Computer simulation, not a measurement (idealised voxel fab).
Process module, titled voxel released beams
Displayed cross-section: cut, width of 250 nm, square cells sized 5 nm.
In this document a cross-section is written as a grid of square cells. It is given as a series of bands, listed from the top down, and a band is one or more rows of cells.
What a band's entry tells you: where the top is and where the bottom is, as heights in nm, and after that what lies inside, material by material from left to right, each with its width in nm. Empty space is written as the word "empty", and a single material marked with the word "edge to edge" occupies the band from edge to edge.
A quick word on heights: they are counted from 0, and under that level the wafer as it came to us is one material throughout. The lowest band is different from the rest in having no bottom; it simply continues downward, written as in "0 down".
Graded width ("30 to 40"): value in top row of band = first number; value in bottom row = second number; row-to-row change constant.
A step reported as "everything unchanged" is a step in which no cell of the cross-section changed.
Look at "Fully sealed cavities" for the closed voids: empty spaces with no open path to the top, sized 8 cells or up. Each is width x height at distance, distance from the left edge, all nm.
Whatever follows a step's settings on its line is a remark the simulator itself makes about that step.
If you see "overlay nm" on a step's line and that step has a mask, it's telling you how far right of where it was planned the mask ended up; a negative number means it went left instead.

LIST OF PLANNED PROCESS STEPS
1. RECEIVE, material Si
2. CONFORMAL_DEP, material Al2O3, thk nm 10
3. DIRECTIONAL_DEP, material SiO2, thk nm 20
4. DIRECTIONAL_DEP, material aC, thk nm 15
5. PATTERN, tone open, mask id ANCHOR, material resist, width nm 30, thk nm 35, overlay nm 0
6. DIRECTIONAL_ETCH, etch materials aC, depth nm 15
7. STRIP, etch materials resist
8. DIRECTIONAL_ETCH, etch materials SiO2, depth nm 20
9. STRIP, etch materials aC
10. CONFORMAL_DEP, material W, thk nm 10
11. DIRECTIONAL_DEP, material aC, thk nm 10
12. PATTERN, tone cover, mask id BEAM, material resist, width nm 90, thk nm 25, overlay nm 0
13. DIRECTIONAL_ETCH, etch materials aC, depth nm 10
14. STRIP, etch materials resist
15. DIRECTIONAL_ETCH, etch materials W, depth nm 10
16. STRIP, etch materials aC
17. STRIP, etch materials SiO2

AS-RECEIVED STATE OF THE WAFER IN CROSS-SECTION, EQUIVALENT TO POST-STEP 1
	0 down = Si edge to edge
	Fully sealed cavities: none

HERE'S THE WAFER CUT IN CROSS-SECTION AFTER THE MODULE, STARTED AND PLANNED JUST LIKE ABOVE, EXCEPT ONE THING WAS DONE WRONG IN THE RUN
	40 to 30 = 75 of empty  45 of W  130 of empty
	30 to 20 = 70 of empty  10 of W  30 of SiO2  10 of W  130 of empty
	20 to 10 = 70 of empty  10 of W  30 of SiO2  55 of W  85 of empty
	10 to 0 = Al2O3 edge to edge
	0 down = Si edge to edge
	Fully sealed cavities: none
Short version of what went wrong: heads up, step 5 didn't go per plan, it actually ran as PATTERN, tone cover, mask id ANCHOR, material resist, width nm 30, thk nm 35, overlay nm 0
